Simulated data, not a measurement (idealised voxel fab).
Process module, titled voxel transistor to metal
It is cross-section cut that appears here, measuring 210 nm in width, its square cells being 5 nm in size.
In this document a cross-section is written as a grid of square cells. It is given as a series of bands, listed from the top down, and a band is one or more rows of cells.
Band: top height; bottom height; in nm. Then, left to right: material with width in nm, for each material. "everywhere": a single material spanning edge to edge. "air": empty space.
Ref level 0: as-received wafer is one material below here. Bottom band extends down with no lower bound ("0 nm and below").
Graded width ("30->40"): value in top row of band = first number; value in bottom row = second number; row-to-row change constant.
Given "stayed the same" for a step, no cell of the cross-section differs between before and after that step.
So "Closed void inventory" is basically the list of trapped voids: any empty space of 8 cells or more that can't reach the top through an opening. They're written width x height at distance, the distance being from the left edge, and it's all nm.
On each step's line, the part that comes after the settings is the simulator's own comment on the step.
If you see "overlay nm" on a step's line and that step has a mask, it's telling you how far right of where it was planned the mask ended up; a negative number means it went left instead.
How should the pairs below be read? Each gives the cross-section before one process step and the cross-section after it, the latter drawn only to the lowest band that changed; the step that lies between them, with its settings, appears under the pair. Does a pair pick up where the pair above left off? Only where its entry headed "Pre-step snapshot" says so, since pairs can come from different runs of this module on the same starting wafer.

-- Pre-step snapshot
    125 nm to 95 nm = resist 50 nm; air 15 nm; resist 75 nm; air 15 nm; resist 55 nm
    95 nm to 80 nm = aC everywhere
    80 nm to 50 nm = SiO2 everywhere
    50 nm to 45 nm = SiCN everywhere
    45 nm to 30 nm = lowk 50 nm; W 15 nm; lowk 75 nm; W 15 nm; lowk 55 nm
    30 nm to 25 nm = lowk 50 nm; TiN 15 nm; lowk 75 nm; TiN 15 nm; lowk 55 nm
    25 nm to 10 nm = SiO2 50 nm; TiN 5 nm; Ru 5 nm; TiN 5 nm; SiO2 75 nm; TiN 5 nm; Ru 5 nm; TiN 5 nm; SiO2 55 nm
    10 nm to 5 nm = SiO2 50 nm; TiN 5 nm; Ru 5 nm; TiN 5 nm; SiO2 10 nm; SiN 10 nm; HfO2 5 nm; TiN 5 nm; W 15 nm; TiN 5 nm; HfO2 5 nm; SiN 10 nm; SiO2 10 nm; TiN 5 nm; Ru 5 nm; TiN 5 nm; SiO2 55 nm
    5 nm to 0 nm = SiO2 35 nm; SiN 10 nm; SiO2 5 nm; TiN 15 nm; SiO2 10 nm; SiN 10 nm; HfO2 5 nm; TiN 5 nm; W 15 nm; TiN 5 nm; HfO2 5 nm; SiN 10 nm; SiO2 10 nm; TiN 15 nm; SiO2 5 nm; SiN 10 nm; SiO2 40 nm
    0 nm to -5 nm = SiO2 35 nm; SiN 10 nm; SiGe 10 nm; TiN 10 nm; SiGe 10 nm; SiN 10 nm; HfO2 5 nm; TiN 25 nm; HfO2 5 nm; SiN 10 nm; SiGe 10 nm; TiN 10 nm; SiGe 10 nm; SiN 10 nm; SiO2 40 nm
    -5 nm to -10 nm = SiO2 45 nm; SiGe 10 nm; TiN 10 nm; SiGe 10 nm; SiO2 5 nm; HfO2 45 nm; SiO2 5 nm; SiGe 10 nm; TiN 10 nm; SiGe 10 nm; SiO2 50 nm
    -10 nm to -20 nm = SiO2 40 nm; Si 5 nm; SiGe 30 nm; Si 55 nm; SiGe 30 nm; Si 5 nm; SiO2 45 nm
    -20 nm to -40 nm = SiO2 40 nm; Si 125 nm; SiO2 45 nm
    -40 nm and below = Si everywhere
    Closed void inventory: none

-- Cross-Section After Step
    110 nm to 95 nm = resist 50 nm; air 15 nm; resist 75 nm; air 15 nm; resist 55 nm
    95 nm to 80 nm = aC 50 nm; air 15 nm; aC 75 nm; air 15 nm; aC 55 nm
    All layers under 80 are left as they were.
    Closed void inventory: none
Which process step falls between the two cross-sections above? DIRECTIONAL_ETCH, etch materials aC, depth nm 15

Pre-step snapshot: after-step cross-section of the pair just above applies.

-- Cross-Section After Step
    95 nm to 80 nm = aC 50 nm; air 15 nm; aC 75 nm; air 15 nm; aC 55 nm
    All layers under 80 are left as they were.
    Closed void inventory: none
Which process step falls between the two cross-sections above? STRIP, etch materials resist

Pre-step snapshot: after-step cross-section of the pair just above applies.

-- Cross-Section After Step
    95 nm to 80 nm = aC 50 nm; air 15 nm; aC 75 nm; air 15 nm; aC 55 nm
    80 nm to 65 nm = SiO2 50 nm; air 15 nm; SiO2 75 nm; air 15 nm; SiO2 55 nm
    All layers under 65 are left as they were.
    Closed void inventory: none
Which process step falls between the two cross-sections above? DIRECTIONAL_ETCH, etch materials SiO2, depth nm 15

Pre-step snapshot: after-step cross-section of the pair just above applies.

-- Cross-Section After Step
    80 nm to 65 nm = SiO2 50 nm; air 15 nm; SiO2 75 nm; air 15 nm; SiO2 55 nm
    All layers under 65 are left as they were.
    Closed void inventory: none
Which process step falls between the two cross-sections above? STRIP, etch materials aC

Pre-step snapshot: after-step cross-section of the pair just above applies.

-- Cross-Section After Step
    100 nm to 80 nm = resist 50 nm; air 15 nm; resist 75 nm; air 15 nm; resist 55 nm
    All layers under 80 are left as they were.
    Closed void inventory: none
Which process step falls between the two cross-sections above? PATTERN, tone open, mask id METAL_2_HOLES, material resist, width nm 15, pitch nm 90, thk nm 20, overlay nm 0

Pre-step snapshot: after-step cross-section of the pair just above applies.

-- Cross-Section After Step
    100 nm to 80 nm = resist 50 nm; air 15 nm; resist 75 nm; air 15 nm; resist 55 nm
    80 nm to 50 nm = SiO2 50 nm; air 15 nm; SiO2 75 nm; air 15 nm; SiO2 55 nm
    All layers under 50 are left as they were.
    Closed void inventory: none
Which process step falls between the two cross-sections above? DIRECTIONAL_ETCH, etch materials SiO2, depth nm 15

Pre-step snapshot: after-step cross-section of the pair just above applies.

-- Cross-Section After Step
    100 nm to 80 nm = resist 50 nm; air 15 nm; resist 75 nm; air 15 nm; resist 55 nm
    80 nm to 50 nm = SiO2 50 nm; air 15 nm; SiO2 75 nm; air 15 nm; SiO2 55 nm
    50 nm to 45 nm = SiCN 50 nm; air 15 nm; SiCN 75 nm; air 15 nm; SiCN 55 nm
    All layers under 45 are left as they were.
    Closed void inventory: none
Which process step falls between the two cross-sections above? DIRECTIONAL_ETCH, etch materials SiCN, depth nm 5

Pre-step snapshot: after-step cross-section of the pair just above applies.

-- Cross-Section After Step
    80 nm to 50 nm = SiO2 50 nm; air 15 nm; SiO2 75 nm; air 15 nm; SiO2 55 nm
    All layers under 50 are left as they were.
    Closed void inventory: none
Which process step falls between the two cross-sections above? STRIP, etch materials resist

Pre-step snapshot: after-step cross-section of the pair just above applies.

-- Cross-Section After Step
    85 nm to 80 nm = TiN 55 nm; air 5 nm; TiN 85 nm; air 5 nm; TiN 60 nm
    80 nm to 50 nm = SiO2 50 nm; TiN 5 nm; air 5 nm; TiN 5 nm; SiO2 75 nm; TiN 5 nm; air 5 nm; TiN 5 nm; SiO2 55 nm
    50 nm to 45 nm = SiCN 50 nm; TiN 15 nm; SiCN 75 nm; TiN 15 nm; SiCN 55 nm
    All layers under 45 are left as they were.
    Closed void inventory: none
Which process step falls between the two cross-sections above? CONFORMAL_DEP, material TiN, thk nm 5

Pre-step snapshot: after-step cross-section of the pair just above applies.

-- Cross-Section After Step
    95 nm to 85 nm = Ru everywhere
    85 nm to 80 nm = TiN 55 nm; Ru 5 nm; TiN 85 nm; Ru 5 nm; TiN 60 nm
    80 nm to 50 nm = SiO2 50 nm; TiN 5 nm; Ru 5 nm; TiN 5 nm; SiO2 75 nm; TiN 5 nm; Ru 5 nm; TiN 5 nm; SiO2 55 nm
    All layers under 50 are left as they were.
    Closed void inventory: none
Which process step falls between the two cross-sections above? FILL_DEP, material Ru, thk nm 10

Pre-step snapshot: after-step cross-section of the pair just above applies.

-- Cross-Section After Step
    80 nm to 50 nm = SiO2 50 nm; TiN 5 nm; Ru 5 nm; TiN 5 nm; SiO2 75 nm; TiN 5 nm; Ru 5 nm; TiN 5 nm; SiO2 55 nm
    All layers under 50 are left as they were.
    Closed void inventory: none
Which process step falls between the two cross-sections above? CMP, height nm 80

Pre-step snapshot: after-step cross-section of the pair just above applies.

-- Cross-Section After Step
    85 nm to 80 nm = SiN everywhere
    All layers under 80 are left as they were.
    Closed void inventory: none
Which process step falls between the two cross-sections above? CONFORMAL_DEP, material SiN, thk nm 5

-- Pre-step snapshot
    5 nm to -5 nm = SiO2 35 nm; air 135 nm; SiO2 40 nm
    -5 nm to -10 nm = SiO2 everywhere
    -10 nm to -40 nm = SiO2 40 nm; Si 125 nm; SiO2 45 nm
    -40 nm and below = Si everywhere
    Closed void inventory: none

-- Cross-Section After Step
    20 nm to 10 nm = SiCN 35 nm; air 135 nm; SiCN 40 nm
    10 nm to 5 nm = SiCN everywhere
    5 nm to -5 nm = SiO2 35 nm; SiCN 135 nm; SiO2 40 nm
    All layers under -5 are left as they were.
    Closed void inventory: none
Which process step falls between the two cross-sections above? DIRECTIONAL_DEP, material SiCN, thk nm 15

Pre-step snapshot: after-step cross-section of the pair just above applies.

-- Cross-Section After Step
    35 nm to 20 nm = air 85 nm; resist 35 nm; air 90 nm
    20 nm to 10 nm = SiCN 35 nm; air 50 nm; resist 35 nm; air 50 nm; SiCN 40 nm
    All layers under 10 are left as they were.
    Closed void inventory: none
Which process step falls between the two cross-sections above? PATTERN, tone cover, mask id GATE, material resist, width nm 35, thk nm 15, overlay nm 0

Pre-step snapshot: after-step cross-section of the pair just above applies.

-- Cross-Section After Step
    35 nm to 10 nm = air 85 nm; resist 35 nm; air 90 nm
    10 nm to 5 nm = air 85 nm; SiCN 35 nm; air 90 nm
    5 nm to -5 nm = SiO2 35 nm; air 50 nm; SiCN 35 nm; air 50 nm; SiO2 40 nm
    All layers under -5 are left as they were.
    Closed void inventory: none
Which process step falls between the two cross-sections above? DIRECTIONAL_ETCH, etch materials SiCN, depth nm 25

Pre-step snapshot: after-step cross-section of the pair just above applies.

-- Cross-Section After Step
    10 nm to 5 nm = air 85 nm; SiCN 35 nm; air 90 nm
    All layers under 5 are left as they were.
    Closed void inventory: none
Which process step falls between the two cross-sections above? STRIP, etch materials resist

Pre-step snapshot: after-step cross-section of the pair just above applies.

-- Cross-Section After Step
    20 nm to 15 nm = air 75 nm; SiN 55 nm; air 80 nm
    15 nm to 10 nm = SiN 45 nm; air 30 nm; SiN 55 nm; air 30 nm; SiN 50 nm
    10 nm to 5 nm = SiN 45 nm; air 30 nm; SiN 10 nm; SiCN 35 nm; SiN 10 nm; air 30 nm; SiN 50 nm
    5 nm to -5 nm = SiO2 35 nm; SiN 50 nm; SiCN 35 nm; SiN 50 nm; SiO2 40 nm
    All layers under -5 are left as they were.
    Closed void inventory: none
Which process step falls between the two cross-sections above? CONFORMAL_DEP, material SiN, thk nm 10

Pre-step snapshot: after-step cross-section of the pair just above applies.

-- Cross-Section After Step
    10 nm to 5 nm = air 75 nm; SiN 10 nm; SiCN 35 nm; SiN 10 nm; air 80 nm
    5 nm to -5 nm = SiO2 35 nm; SiN 10 nm; air 30 nm; SiN 10 nm; SiCN 35 nm; SiN 10 nm; air 30 nm; SiN 10 nm; SiO2 40 nm
    All layers under -5 are left as they were.
    Closed void inventory: none
Which process step falls between the two cross-sections above? DIRECTIONAL_ETCH, etch materials SiN, depth nm 10

Pre-step snapshot: after-step cross-section of the pair just above applies.

-- Cross-Section After Step
    10 nm to 5 nm = air 75 nm; SiN 10 nm; SiCN 35 nm; SiN 10 nm; air 80 nm
    5 nm to 0 nm = air 35 nm; SiN 10 nm; air 30 nm; SiN 10 nm; SiCN 35 nm; SiN 10 nm; air 30 nm; SiN 10 nm; air 40 nm
    0 nm to -5 nm = SiO2 35 nm; SiN 10 nm; air 30 nm; SiN 10 nm; SiCN 35 nm; SiN 10 nm; air 30 nm; SiN 10 nm; SiO2 40 nm
    -5 nm to -10 nm = SiO2 45 nm; air 30 nm; SiO2 55 nm; air 30 nm; SiO2 50 nm
    All layers under -10 are left as they were.
    Closed void inventory: none
Which process step falls between the two cross-sections above? DIRECTIONAL_ETCH, etch materials SiO2, depth nm 5

Pre-step snapshot: after-step cross-section of the pair just above applies.

-- Cross-Section After Step
    10 nm to 5 nm = air 75 nm; SiN 10 nm; SiCN 35 nm; SiN 10 nm; air 80 nm
    5 nm to 0 nm = air 35 nm; SiN 10 nm; air 30 nm; SiN 10 nm; SiCN 35 nm; SiN 10 nm; air 30 nm; SiN 10 nm; air 40 nm
    0 nm to -5 nm = SiO2 35 nm; SiN 10 nm; air 30 nm; SiN 10 nm; SiCN 35 nm; SiN 10 nm; air 30 nm; SiN 10 nm; SiO2 40 nm
    -5 nm to -10 nm = SiO2 45 nm; air 30 nm; SiO2 55 nm; air 30 nm; SiO2 50 nm
    -10 nm to -20 nm = SiO2 40 nm; Si 5 nm; air 30 nm; Si 55 nm; air 30 nm; Si 5 nm; SiO2 45 nm
    All layers under -20 are left as they were.
    Closed void inventory: none
Which process step falls between the two cross-sections above? DIRECTIONAL_ETCH, etch materials Si, depth nm 10

Pre-step snapshot: after-step cross-section of the pair just above applies.

-- Cross-Section After Step
    10 nm to 5 nm = air 75 nm; SiN 10 nm; SiCN 35 nm; SiN 10 nm; air 80 nm
    5 nm to 0 nm = air 35 nm; SiN 10 nm; air 30 nm; SiN 10 nm; SiCN 35 nm; SiN 10 nm; air 30 nm; SiN 10 nm; air 40 nm
    0 nm to -5 nm = SiO2 35 nm; SiN 10 nm; SiGe 10 nm; air 10 nm; SiGe 10 nm; SiN 10 nm; SiCN 35 nm; SiN 10 nm; SiGe 10 nm; air 10 nm; SiGe 10 nm; SiN 10 nm; SiO2 40 nm
    -5 nm to -10 nm = SiO2 45 nm; SiGe 10 nm; air 10 nm; SiGe 10 nm; SiO2 55 nm; SiGe 10 nm; air 10 nm; SiGe 10 nm; SiO2 50 nm
    -10 nm to -20 nm = SiO2 40 nm; Si 5 nm; SiGe 30 nm; Si 55 nm; SiGe 30 nm; Si 5 nm; SiO2 45 nm
    All layers under -20 are left as they were.
    Closed void inventory: none
Which process step falls between the two cross-sections above? EPI, material SiGe, thk nm 10

Pre-step snapshot: after-step cross-section of the pair just above applies.

-- Cross-Section After Step
    20 nm to 10 nm = SiO2 everywhere
    10 nm to 5 nm = SiO2 75 nm; SiN 10 nm; SiCN 35 nm; SiN 10 nm; SiO2 80 nm
    5 nm to 0 nm = SiO2 35 nm; SiN 10 nm; SiO2 30 nm; SiN 10 nm; SiCN 35 nm; SiN 10 nm; SiO2 30 nm; SiN 10 nm; SiO2 40 nm
    0 nm to -5 nm = SiO2 35 nm; SiN 10 nm; SiGe 10 nm; SiO2 10 nm; SiGe 10 nm; SiN 10 nm; SiCN 35 nm; SiN 10 nm; SiGe 10 nm; SiO2 10 nm; SiGe 10 nm; SiN 10 nm; SiO2 40 nm
    -5 nm to -10 nm = SiO2 45 nm; SiGe 10 nm; SiO2 10 nm; SiGe 10 nm; SiO2 55 nm; SiGe 10 nm; SiO2 10 nm; SiGe 10 nm; SiO2 50 nm
    All layers under -10 are left as they were.
    Closed void inventory: none
Which process step falls between the two cross-sections above? FILL_DEP, material SiO2, thk nm 10

Pre-step snapshot: after-step cross-section of the pair just above applies.

-- Cross-Section After Step
    15 nm to 10 nm = SiO2 everywhere
    All layers under 10 are left as they were.
    Closed void inventory: none
Which process step falls between the two cross-sections above? CMP, height nm 15

Pre-step snapshot: after-step cross-section of the pair just above applies.

-- Cross-Section After Step
    10 nm to 5 nm = SiO2 75 nm; SiN 10 nm; SiCN 35 nm; SiN 10 nm; SiO2 80 nm
    All layers under 5 are left as they were.
    Closed void inventory: none
Which process step falls between the two cross-sections above? SELECTIVE_ETCH, etch materials SiO2, depth nm 5

Pre-step snapshot: after-step cross-section of the pair just above applies.

-- Cross-Section After Step
    15 nm to 10 nm = HfO2 everywhere
    All layers under 10 are left as they were.
    Closed void inventory: none
Which process step falls between the two cross-sections above? CONFORMAL_DEP, material HfO2, thk nm 5

Pre-step snapshot: after-step cross-section of the pair just above applies.

-- Cross-Section After Step
    20 nm to 15 nm = TiN everywhere
    All layers under 15 are left as they were.
    Closed void inventory: none
Which process step falls between the two cross-sections above? CONFORMAL_DEP, material TiN, thk nm 5

Pre-step snapshot: after-step cross-section of the pair just above applies.

-- Cross-Section After Step
    30 nm to 20 nm = W everywhere
    All layers under 20 are left as they were.
    Closed void inventory: none
Which process step falls between the two cross-sections above? FILL_DEP, material W, thk nm 10

Pre-step snapshot: after-step cross-section of the pair just above applies.

-- Cross-Section After Step
    10 nm to 5 nm = SiO2 75 nm; SiN 10 nm; SiCN 35 nm; SiN 10 nm; SiO2 80 nm
    All layers under 5 are left as they were.
    Closed void inventory: none
Which process step falls between the two cross-sections above? CMP, height nm 10

Pre-step snapshot: after-step cross-section of the pair just above applies.

-- Cross-Section After Step
    25 nm to 10 nm = SiO2 everywhere
    All layers under 10 are left as they were.
    Closed void inventory: none
Which process step falls between the two cross-sections above? DIRECTIONAL_DEP, material SiO2, thk nm 15

Pre-step snapshot: after-step cross-section of the pair just above applies.

-- Cross-Section After Step
    45 nm to 25 nm = resist 50 nm; air 15 nm; resist 75 nm; air 15 nm; resist 55 nm
    All layers under 25 are left as they were.
    Closed void inventory: none
Which process step falls between the two cross-sections above? PATTERN, tone open, mask id CONTACT, material resist, width nm 15, pitch nm 90, thk nm 20, overlay nm 0

Pre-step snapshot: after-step cross-section of the pair just above applies.

-- Cross-Section After Step
    45 nm to 25 nm = resist 50 nm; air 15 nm; resist 75 nm; air 15 nm; resist 55 nm
    25 nm to 10 nm = SiO2 50 nm; air 15 nm; SiO2 75 nm; air 15 nm; SiO2 55 nm
    10 nm to 5 nm = SiO2 50 nm; air 15 nm; SiO2 10 nm; SiN 10 nm; SiCN 35 nm; SiN 10 nm; SiO2 10 nm; air 15 nm; SiO2 55 nm
    5 nm to 0 nm = SiO2 35 nm; SiN 10 nm; SiO2 5 nm; air 15 nm; SiO2 10 nm; SiN 10 nm; SiCN 35 nm; SiN 10 nm; SiO2 10 nm; air 15 nm; SiO2 5 nm; SiN 10 nm; SiO2 40 nm
    0 nm to -5 nm = SiO2 35 nm; SiN 10 nm; SiGe 10 nm; air 10 nm; SiGe 10 nm; SiN 10 nm; SiCN 35 nm; SiN 10 nm; SiGe 10 nm; air 10 nm; SiGe 10 nm; SiN 10 nm; SiO2 40 nm
    -5 nm to -10 nm = SiO2 45 nm; SiGe 10 nm; air 10 nm; SiGe 10 nm; SiO2 55 nm; SiGe 10 nm; air 10 nm; SiGe 10 nm; SiO2 50 nm
    All layers under -10 are left as they were.
    Closed void inventory: none
Which process step falls between the two cross-sections above? DIRECTIONAL_ETCH, etch materials SiO2, depth nm 35

Pre-step snapshot: after-step cross-section of the pair just above applies.

-- Cross-Section After Step
    25 nm to 10 nm = SiO2 50 nm; air 15 nm; SiO2 75 nm; air 15 nm; SiO2 55 nm
    All layers under 10 are left as they were.
    Closed void inventory: none
Which process step falls between the two cross-sections above? STRIP, etch materials resist

Pre-step snapshot: after-step cross-section of the pair just above applies.

-- Cross-Section After Step
    30 nm to 25 nm = TiN 55 nm; air 5 nm; TiN 85 nm; air 5 nm; TiN 60 nm
    25 nm to 10 nm = SiO2 50 nm; TiN 5 nm; air 5 nm; TiN 5 nm; SiO2 75 nm; TiN 5 nm; air 5 nm; TiN 5 nm; SiO2 55 nm
    10 nm to 5 nm = SiO2 50 nm; TiN 5 nm; air 5 nm; TiN 5 nm; SiO2 10 nm; SiN 10 nm; SiCN 35 nm; SiN 10 nm; SiO2 10 nm; TiN 5 nm; air 5 nm; TiN 5 nm; SiO2 55 nm
    5 nm to 0 nm = SiO2 35 nm; SiN 10 nm; SiO2 5 nm; TiN 15 nm; SiO2 10 nm; SiN 10 nm; SiCN 35 nm; SiN 10 nm; SiO2 10 nm; TiN 15 nm; SiO2 5 nm; SiN 10 nm; SiO2 40 nm
    0 nm to -5 nm = SiO2 35 nm; SiN 10 nm; SiGe 10 nm; TiN 10 nm; SiGe 10 nm; SiN 10 nm; SiCN 35 nm; SiN 10 nm; SiGe 10 nm; TiN 10 nm; SiGe 10 nm; SiN 10 nm; SiO2 40 nm
    -5 nm to -10 nm = SiO2 45 nm; SiGe 10 nm; TiN 10 nm; SiGe 10 nm; SiO2 55 nm; SiGe 10 nm; TiN 10 nm; SiGe 10 nm; SiO2 50 nm
    All layers under -10 are left as they were.
    Closed void inventory: none
Which process step falls between the two cross-sections above? CONFORMAL_DEP, material TiN, thk nm 5

Pre-step snapshot: after-step cross-section of the pair just above applies.

-- Cross-Section After Step
    40 nm to 30 nm = Ru everywhere
    30 nm to 25 nm = TiN 55 nm; Ru 5 nm; TiN 85 nm; Ru 5 nm; TiN 60 nm
    25 nm to 10 nm = SiO2 50 nm; TiN 5 nm; Ru 5 nm; TiN 5 nm; SiO2 75 nm; TiN 5 nm; Ru 5 nm; TiN 5 nm; SiO2 55 nm
    10 nm to 5 nm = SiO2 50 nm; TiN 5 nm; Ru 5 nm; TiN 5 nm; SiO2 10 nm; SiN 10 nm; SiCN 35 nm; SiN 10 nm; SiO2 10 nm; TiN 5 nm; Ru 5 nm; TiN 5 nm; SiO2 55 nm
    All layers under 5 are left as they were.
    Closed void inventory: none
Which process step falls between the two cross-sections above? FILL_DEP, material Ru, thk nm 10

Pre-step snapshot: after-step cross-section of the pair just above applies.

-- Cross-Section After Step
    25 nm to 10 nm = SiO2 50 nm; TiN 5 nm; Ru 5 nm; TiN 5 nm; SiO2 75 nm; TiN 5 nm; Ru 5 nm; TiN 5 nm; SiO2 55 nm
    All layers under 10 are left as they were.
    Closed void inventory: none
Which process step falls between the two cross-sections above? CMP, height nm 25

Pre-step snapshot: after-step cross-section of the pair just above applies.

-- Cross-Section After Step
    30 nm to 25 nm = TiN everywhere
    All layers under 25 are left as they were.
    Closed void inventory: none
Which process step falls between the two cross-sections above? DIRECTIONAL_DEP, material TiN, thk nm 5

Pre-step snapshot: after-step cross-section of the pair just above applies.

-- Cross-Section After Step
    45 nm to 30 nm = W everywhere
    All layers under 30 are left as they were.
    Closed void inventory: none
Which process step falls between the two cross-sections above? DIRECTIONAL_DEP, material W, thk nm 15

Pre-step snapshot: after-step cross-section of the pair just above applies.

-- Cross-Section After Step
    60 nm to 45 nm = air 50 nm; resist 15 nm; air 75 nm; resist 15 nm; air 55 nm
    All layers under 45 are left as they were.
    Closed void inventory: none
Which process step falls between the two cross-sections above? PATTERN, tone cover, mask id METAL_1, material resist, width nm 15, pitch nm 90, thk nm 15, overlay nm 0

Pre-step snapshot: after-step cross-section of the pair just above applies.

-- Cross-Section After Step
    60 nm to 45 nm = air 50 nm; resist 15 nm; air 75 nm; resist 15 nm; air 55 nm
    45 nm to 30 nm = air 50 nm; W 15 nm; air 75 nm; W 15 nm; air 55 nm
    All layers under 30 are left as they were.
    Closed void inventory: none
Which process step falls between the two cross-sections above? DIRECTIONAL_ETCH, etch materials W, depth nm 15

Pre-step snapshot: after-step cross-section of the pair just above applies.

-- Cross-Section After Step
    60 nm to 45 nm = air 50 nm; resist 15 nm; air 75 nm; resist 15 nm; air 55 nm
    45 nm to 30 nm = air 50 nm; W 15 nm; air 75 nm; W 15 nm; air 55 nm
    30 nm to 25 nm = air 50 nm; TiN 15 nm; air 75 nm; TiN 15 nm; air 55 nm
    All layers under 25 are left as they were.
    Closed void inventory: none
Which process step falls between the two cross-sections above? DIRECTIONAL_ETCH, etch materials TiN, depth nm 5

Pre-step snapshot: after-step cross-section of the pair just above applies.

-- Cross-Section After Step
    45 nm to 30 nm = air 50 nm; W 15 nm; air 75 nm; W 15 nm; air 55 nm
    All layers under 30 are left as they were.
    Closed void inventory: none
Which process step falls between the two cross-sections above? STRIP, etch materials resist

Pre-step snapshot: after-step cross-section of the pair just above applies.

-- Cross-Section After Step
    50 nm to 45 nm = lowk everywhere
    45 nm to 30 nm = lowk 50 nm; W 15 nm; lowk 75 nm; W 15 nm; lowk 55 nm
    30 nm to 25 nm = lowk 50 nm; TiN 15 nm; lowk 75 nm; TiN 15 nm; lowk 55 nm
    All layers under 25 are left as they were.
    Closed void inventory: none
Which process step falls between the two cross-sections above? FILL_DEP, material lowk, thk nm 5

Pre-step snapshot: after-step cross-section of the pair just above applies.

-- Cross-Section After Step
    45 nm to 30 nm = lowk 50 nm; W 15 nm; lowk 75 nm; W 15 nm; lowk 55 nm
    All layers under 30 are left as they were.
    Closed void inventory: none
Which process step falls between the two cross-sections above? CMP, height nm 45

Pre-step snapshot: after-step cross-section of the pair just above applies.

-- Cross-Section After Step
    50 nm to 45 nm = SiCN everywhere
    All layers under 45 are left as they were.
    Closed void inventory: none
Which process step falls between the two cross-sections above? CONFORMAL_DEP, material SiCN, thk nm 5

Pre-step snapshot: after-step cross-section of the pair just above applies.

-- Cross-Section After Step
    80 nm to 50 nm = SiO2 everywhere
    All layers under 50 are left as they were.
    Closed void inventory: none
Which process step falls between the two cross-sections above? DIRECTIONAL_DEP, material SiO2, thk nm 30

Pre-step snapshot: after-step cross-section of the pair just above applies.

-- Cross-Section After Step
    95 nm to 80 nm = aC everywhere
    All layers under 80 are left as they were.
    Closed void inventory: none
Which process step falls between the two cross-sections above? DIRECTIONAL_DEP, material aC, thk nm 15

Pre-step snapshot: after-step cross-section of the pair just above applies.

-- Cross-Section After Step
    125 nm to 95 nm = resist 50 nm; air 15 nm; resist 75 nm; air 15 nm; resist 55 nm
    All layers under 95 are left as they were.
    Closed void inventory: none
Which process step falls between the two cross-sections above? PATTERN, tone open, mask id METAL_2, material resist, width nm 15, pitch nm 90, thk nm 30, overlay nm 0

Pre-step snapshot: after-step cross-section of the pair just above applies.

-- Cross-Section After Step
    110 nm to 95 nm = resist 50 nm; air 15 nm; resist 75 nm; air 15 nm; resist 55 nm
    95 nm to 80 nm = aC 50 nm; air 15 nm; aC 75 nm; air 15 nm; aC 55 nm
    All layers under 80 are left as they were.
    Closed void inventory: none
Which process step falls between the two cross-sections above? DIRECTIONAL_ETCH, etch materials aC, depth nm 15

Pre-step snapshot: after-step cross-section of the pair just above applies.

-- Cross-Section After Step
    95 nm to 80 nm = aC 50 nm; air 15 nm; aC 75 nm; air 15 nm; aC 55 nm
    All layers under 80 are left as they were.
    Closed void inventory: none
Which process step falls between the two cross-sections above? STRIP, etch materials resist

Pre-step snapshot: after-step cross-section of the pair just above applies.

-- Cross-Section After Step
    95 nm to 80 nm = aC 50 nm; air 15 nm; aC 75 nm; air 15 nm; aC 55 nm
    80 nm to 65 nm = SiO2 50 nm; air 15 nm; SiO2 75 nm; air 15 nm; SiO2 55 nm
    All layers under 65 are left as they were.
    Closed void inventory: none
Which process step falls between the two cross-sections above? DIRECTIONAL_ETCH, etch materials SiO2, depth nm 15

Pre-step snapshot: after-step cross-section of the pair just above applies.

-- Cross-Section After Step
    80 nm to 65 nm = SiO2 50 nm; air 15 nm; SiO2 75 nm; air 15 nm; SiO2 55 nm
    All layers under 65 are left as they were.
    Closed void inventory: none
Which process step falls between the two cross-sections above? STRIP, etch materials aC

Pre-step snapshot: after-step cross-section of the pair just above applies.

-- Cross-Section After Step
    100 nm to 80 nm = resist 50 nm; air 15 nm; resist 75 nm; air 15 nm; resist 55 nm
    All layers under 80 are left as they were.
    Closed void inventory: none
Which process step falls between the two cross-sections above? PATTERN, tone open, mask id METAL_2_HOLES, material resist, width nm 15, pitch nm 90, thk nm 20, overlay nm 0

Pre-step snapshot: after-step cross-section of the pair just above applies.

-- Cross-Section After Step
    100 nm to 80 nm = resist 50 nm; air 15 nm; resist 75 nm; air 15 nm; resist 55 nm
    80 nm to 50 nm = SiO2 50 nm; air 15 nm; SiO2 75 nm; air 15 nm; SiO2 55 nm
    All layers under 50 are left as they were.
    Closed void inventory: none
Which process step falls between the two cross-sections above? DIRECTIONAL_ETCH, etch materials SiO2, depth nm 15

Pre-step snapshot: after-step cross-section of the pair just above applies.

-- Cross-Section After Step
    100 nm to 80 nm = resist 50 nm; air 15 nm; resist 75 nm; air 15 nm; resist 55 nm
    80 nm to 50 nm = SiO2 50 nm; air 15 nm; SiO2 75 nm; air 15 nm; SiO2 55 nm
    50 nm to 45 nm = SiCN 50 nm; air 15 nm; SiCN 75 nm; air 15 nm; SiCN 55 nm
    All layers under 45 are left as they were.
    Closed void inventory: none
Which process step falls between the two cross-sections above? DIRECTIONAL_ETCH, etch materials SiCN, depth nm 5

Pre-step snapshot: after-step cross-section of the pair just above applies.

-- Cross-Section After Step
    80 nm to 50 nm = SiO2 50 nm; air 15 nm; SiO2 75 nm; air 15 nm; SiO2 55 nm
    All layers under 50 are left as they were.
    Closed void inventory: none
Which process step falls between the two cross-sections above? STRIP, etch materials resist

Pre-step snapshot: after-step cross-section of the pair just above applies.

-- Cross-Section After Step
    85 nm to 80 nm = TiN 55 nm; air 5 nm; TiN 85 nm; air 5 nm; TiN 60 nm
    80 nm to 50 nm = SiO2 50 nm; TiN 5 nm; air 5 nm; TiN 5 nm; SiO2 75 nm; TiN 5 nm; air 5 nm; TiN 5 nm; SiO2 55 nm
    50 nm to 45 nm = SiCN 50 nm; TiN 15 nm; SiCN 75 nm; TiN 15 nm; SiCN 55 nm
    All layers under 45 are left as they were.
    Closed void inventory: none
Which process step falls between the two cross-sections above? CONFORMAL_DEP, material TiN, thk nm 5

Pre-step snapshot: after-step cross-section of the pair just above applies.

-- Cross-Section After Step
    95 nm to 85 nm = Ru everywhere
    85 nm to 80 nm = TiN 55 nm; Ru 5 nm; TiN 85 nm; Ru 5 nm; TiN 60 nm
    80 nm to 50 nm = SiO2 50 nm; TiN 5 nm; Ru 5 nm; TiN 5 nm; SiO2 75 nm; TiN 5 nm; Ru 5 nm; TiN 5 nm; SiO2 55 nm
    All layers under 50 are left as they were.
    Closed void inventory: none
Which process step falls between the two cross-sections above? FILL_DEP, material Ru, thk nm 10

Pre-step snapshot: after-step cross-section of the pair just above applies.

-- Cross-Section After Step
    80 nm to 50 nm = SiO2 50 nm; TiN 5 nm; Ru 5 nm; TiN 5 nm; SiO2 75 nm; TiN 5 nm; Ru 5 nm; TiN 5 nm; SiO2 55 nm
    All layers under 50 are left as they were.
    Closed void inventory: none
Which process step falls between the two cross-sections above? CMP, height nm 80

Pre-step snapshot: after-step cross-section of the pair just above applies.

-- Cross-Section After Step
    85 nm to 80 nm = SiN everywhere
    All layers under 80 are left as they were.
    Closed void inventory: none
Which process step falls between the two cross-sections above? CONFORMAL_DEP, material SiN, thk nm 5
